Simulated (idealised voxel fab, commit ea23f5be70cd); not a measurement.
The document below concerns the process module designated voxel quadruple lines.
The cross-section on display is named cut; it measures 300 nm wide, and its cells are 5 nm squares.
Each cross-section below is a grid of square cells, stated as bands in top-down order, with one or more rows of cells making up each band. Heads up on the band format: heights come first, top then bottom, in nm. After that it's the materials left to right, each with its width in nm. A single material flagged "everywhere" fills the whole band edge to edge, and "blank" means there's empty space there. A quick word on heights: they are counted from 0, and under that level the wafer as it came to us is one material throughout. The lowest band is different from the rest in having no bottom; it simply continues downward, written as in "0 down". A width such as "30 to 40" changes by the same amount from each row of cells to the next, from the band's top row to its bottom row. Reading "remained unchanged" for a step: not a cell of the cross-section changed in it. "Sealed-off cavities": empty spaces of 8 cells or more with no open way to the top, each given as width x height at distance, distance from the left edge, all in nm. On each step's line, the part that comes after the settings is the simulator's own comment on the step. "overlay nm" denotes, for a step that has a mask, the displacement of the mask to the right of its planned place, with negative values corresponding to the left.
Set out below are the planned steps of the process
1. RECEIVE, material Si
2. CONFORMAL_DEP, material Al2O3, thk nm 5
3. DIRECTIONAL_DEP, material W, thk nm 10
4. DIRECTIONAL_DEP, material polySi, thk nm 15
5. DIRECTIONAL_DEP, material aC, thk nm 25
6. PATTERN, tone cover, mask id MANDREL, material resist, width nm 35, thk nm 35, overlay nm 0
7. DIRECTIONAL_ETCH, etch materials aC, depth nm 25
8. STRIP, etch materials resist
9. CONFORMAL_DEP, material SiO2, thk nm 15
10. DIRECTIONAL_ETCH, etch materials SiO2, depth nm 15
11. STRIP, etch materials aC
12. DIRECTIONAL_ETCH, etch materials polySi, depth nm 15
13. STRIP, etch materials SiO2
14. CONFORMAL_DEP, material SiN, thk nm 10
15. DIRECTIONAL_ETCH, etch materials SiN, depth nm 10
16. STRIP, etch materials polySi
17. DIRECTIONAL_ETCH, etch materials W, depth nm 10
18. STRIP, etch materials SiN
Shown in cross-section is the wafer as received, that is, as it stands after step 1
	0 down | Si everywhere
	Sealed-off cavities: none
Wafer cross-section at end of module: start and plan as shown above, one execution error
	15 to 5 | blank=110  W=10  blank=15  W=10  blank=5  W=10  blank=15  W=10  blank=115
	5 to 0 | Al2O3 everywhere
	0 down | Si everywhere
	Sealed-off cavities: none
Nonconformance to the process plan: step 6: run off-plan, actual operation and settings PATTERN, tone cover, mask id MANDREL, material resist, width nm 25, thk nm 35, overlay nm 0
